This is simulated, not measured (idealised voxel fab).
process module | voxel wiring stack
cross-section cut | 225 nm wide | cells 5 nm
A cross-section is a grid of square cells, given in bands from the top down. A band is one or more rows of cells.
Each band's line starts with the height of the band's top and of its bottom, in nm. Then come its materials from left to right, each with its width in nm. One material with "throughout" fills the band from edge to edge. "air" is empty space.
Height 0 is the level under which the wafer as received is all one material. The lowest band goes on downwards, as in "0 down".
A width such as "30 to 40" changes by the same amount from each row of cells to the next, from the band's top row to its bottom row.
"no change" after a step means that no cell of the cross-section changed.
closed voids: empty space of 8 cells or more with no open way to the top, each as width x height at its distance from the left edge, in nm
after a step's settings: what the simulator itself notes on the step
overlay nm, on a step with a mask: how far to the right of its planned place the mask lay; to the left if negative
plan
1 op RECEIVE | material Si
2 op CONFORMAL_DEP | material SiO2 | thk nm 10
3 op DIRECTIONAL_DEP | material TiN | thk nm 5
4 op DIRECTIONAL_DEP | material Ru | thk nm 15
5 op PATTERN | tone cover | mask id METAL_1 | material resist | width nm 25 | pitch nm 45 | thk nm 20 | overlay nm 0
6 op DIRECTIONAL_ETCH | etch materials Ru | depth nm 15
7 op DIRECTIONAL_ETCH | etch materials TiN | depth nm 5
8 op STRIP | etch materials resist
9 op FILL_DEP | material lowk | thk nm 5
10 op CMP | height nm 30
11 op CONFORMAL_DEP | material SiCN | thk nm 5
12 op DIRECTIONAL_DEP | material lowk | thk nm 30
13 op MASKED_ETCH | tone open | mask id METAL_2_HOLES | width nm 15 | pitch nm 45 | etch materials lowk | depth nm 30 | overlay nm 0
14 op MASKED_ETCH | tone open | mask id METAL_2 | width nm 25 | pitch nm 45 | etch materials lowk | depth nm 20 | overlay nm 0
15 op MASKED_ETCH | tone open | mask id METAL_2 | width nm 25 | pitch nm 45 | etch materials SiCN | depth nm 5 | overlay nm 0
16 op CONFORMAL_DEP | material TiN | thk nm 5
17 op FILL_DEP | material Cu | thk nm 5
18 op CMP | height nm 65
19 op CONFORMAL_DEP | material SiN | thk nm 5
as received, after step 1
  0 down: Si throughout
  closed voids: none
a wafer at the end: this start, this plan, one mistake
  70 to 65: SiN throughout
  65 to 60: TiN 60 | Cu 15 | TiN 30 | Cu 15 | TiN 30 | Cu 15 | TiN 60
  60 to 45: lowk 55 | TiN 5 | Cu 15 | TiN 5 | lowk 20 | TiN 5 | Cu 15 | TiN 5 | lowk 20 | TiN 5 | Cu 15 | TiN 5 | lowk 55
  45 to 35: lowk 55 | TiN 5 | Cu 5 | TiN 15 to 5 | lowk 20 to 30 | TiN 5 | Cu 5 | TiN 15 to 5 | lowk 20 to 30 | TiN 5 | Cu 5 | TiN 15 to 5 | lowk 55 to 65
  35 to 30: SiCN 55 | TiN 15 | SiCN 30 | TiN 15 | SiCN 30 | TiN 15 | SiCN 65
  30 to 15: lowk 55 | Ru 25 | lowk 20 | Ru 25 | lowk 20 | Ru 25 | lowk 55
  15 to 10: lowk 55 | TiN 25 | lowk 20 | TiN 25 | lowk 20 | TiN 25 | lowk 55
  10 to 0: SiO2 throughout
  0 down: Si throughout
  closed voids: none
what went wrong: step 12 ran as: op DIRECTIONAL_DEP | material lowk | thk nm 25
